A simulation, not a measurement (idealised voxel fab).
This section sets out a process module, namely voxel local oxidation.
Cross-section cut spans 205 nm and uses square cells 5 nm in size.
Format of a cross-section: grid, square cells. Given as bands. Order: top down. Band: one or more rows of cells. The entry gives the band's vertical extent as a top height and a bottom height in nm, then its horizontal make-up as materials from left to right, each with a width in nm. "empty" stands for empty space; a single material marked "throughout" fills the band edge to edge. Ref level 0: as-received wafer is one material below here. Bottom band extends down with no lower bound ("z 0 and below"). Graded width ("30->40"): value in top row of band = first number; value in bottom row = second number; row-to-row change constant. A step reported as "nothing got changed" is a step in which no cell of the cross-section changed. This entry, "Non-vented voids", enumerates those empty regions of no fewer than 8 cells that possess no open connection to the top. Each region is reported in the form width x height at distance, the distance being taken from the left edge, with all three quantities expressed in nm. On each step's line, the part that comes after the settings is the simulator's own comment on the step. "overlay nm" answers the question of how far to the right of plan the mask lay on a step that has a mask, and when it is negative the answer is to the left.

[The following list gives the planned process steps]
1) RECEIVE: material Si
2) OXIDIZE: depth nm 5
3) CONFORMAL_DEP: material SiN, thk nm 10
4) MASKED_ETCH: tone cover, mask id ACTIVE, width nm 100, etch materials SiN, depth nm 10, overlay nm 0
5) SELECTIVE_ETCH: etch materials SiO2, depth nm 5
6) OXIDIZE: depth nm 10
7) STRIP: etch materials SiN

[Account of the first of two wafers, which was processed as intended]

[As-received wafer cross-section (after step 1)]
* z 0 and below  Si throughout
* Non-vented voids: none

[So this is the wafer cross-section right after step 2]
* z 0 to -5  SiO2 throughout
* Below -5, the layers are the same as they were.

[So this is the wafer cross-section right after step 3]
* z 10 to 0  SiN throughout
* Below 0, the layers are the same as they were.

[So this is the wafer cross-section right after step 4]
* z 10 to 0  empty 50, then SiN 100, then empty 55
* Below 0, the layers are the same as they were.

[So this is the wafer cross-section right after step 5]
* z 10 to 0  empty 50, then SiN 100, then empty 55
* z 0 to -5  empty 55, then SiO2 90, then empty 60
* Below -5, the layers are the same as they were.

[So this is the wafer cross-section right after step 6]
* z 10 to 0  empty 50, then SiN 100, then empty 55
* z 0 to -5  empty 55, then SiO2 90, then empty 60
* z -5 to -15  SiO2 65, then Si 70, then SiO2 70
* Below -15, the layers are the same as they were.

[So this is the wafer cross-section right after step 7]
* z 0 to -5  empty 55, then SiO2 90, then empty 60
* Below -5, the layers are the same as they were.

[Second wafer - shared start and plan with the first - one error in running - same as the first up to step 5 inclusive]

[Second wafer at the planned finish of step 6, seen in cross-section]
* z 0 to -5  empty 55, then SiO2 90, then empty 60
* Below -5, the layers are the same as they were.

[Second wafer at the planned finish of step 7, seen in cross-section]
* z 0 to -5  empty 55, then SiO2 90, then empty 60
* z -5 to -15  SiO2 65, then Si 70, then SiO2 70
* Below -15, the layers are the same as they were.
Run error: plan steps 6 and 7 run swapped
Since the two wafers finish with cross-sections that are the same, nothing this model computes is changed by the mistake.
